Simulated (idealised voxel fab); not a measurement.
process module | voxel double patterning
The figure presents cross-section cut, which has a width of 170 nm and is divided into square cells with an edge length of 5 nm.
When this document writes out a cross-section, it uses a grid of square cells and lists it as bands, beginning at the top and moving down, with a band standing for one or more rows of cells. Basically the band line says how high the top is and how high the bottom is, in nm, and then what's in it from left to right, every material with its width in nm. Empty space shows up as "air", and if a single material carries "throughout" it runs the full band edge to edge. Heights are expressed relative to 0, this being the level below which the as-received wafer comprises one material exclusively. The lowest band is unbounded in the downward direction and is denoted as in "0..down". You'd read "30..40" like this: the band's top row of cells is as wide as the first number, its bottom row is as wide as the second, and going down, every row changes width by the same amount as the row before did. When a step is marked "no change occurred", none of the cells in the cross-section changed during that step. Empty spaces counting at least 8 cells and having no open way to the top are listed in "Cavities, sealed". The notation width x height at distance is used for each, the distance being from the left edge and all three values in nm. Formally, on a step line, whatever follows the settings is a remark that the simulator itself makes on the step. The line of a step may include "overlay nm". On a step with a mask, this value is how far to the right of its planned place the mask lay. A negative value means the mask lay to the left.

-- Steps planned for the process
1. RECEIVE, material Si
2. CONFORMAL_DEP, material SiN, thk nm 10
3. DIRECTIONAL_DEP, material SiO2, thk nm 10
4. DIRECTIONAL_DEP, material SiCN, thk nm 5
5. MASKED_ETCH, tone open, mask id FIRST, width nm 15, pitch nm 50, etch materials SiCN, depth nm 5, overlay nm 0
6. PATTERN, tone open, mask id SECOND, material resist, width nm 15, thk nm 20, overlay nm 0
7. DIRECTIONAL_ETCH, etch materials SiCN, depth nm 5
8. STRIP, etch materials resist
9. DIRECTIONAL_ETCH, etch materials SiO2, depth nm 10
10. STRIP, etch materials SiCN
The value of width nm given for step 6 in the plan refers to the first wafer; the wafers vary in this setting and are alike at the start.

-- First of several wafers, received after step 1, in cross-section
  0..down: Si throughout
  Cavities, sealed: none

-- Below is a per-wafer table. In it, each row describes the wafer at the end of the module by giving, for each material, the number of cells gained (+) or lost (-) since the wafer was received, and after that the closed voids of the wafer
width nm 15, +68 SiN, +50 SiO2, Cavities, sealed: none
width nm 20, +68 SiN, +48 SiO2, Cavities, sealed: none
width nm 25, +68 SiN, +46 SiO2, Cavities, sealed: none
width nm 30, +68 SiN, +44 SiO2, Cavities, sealed: none
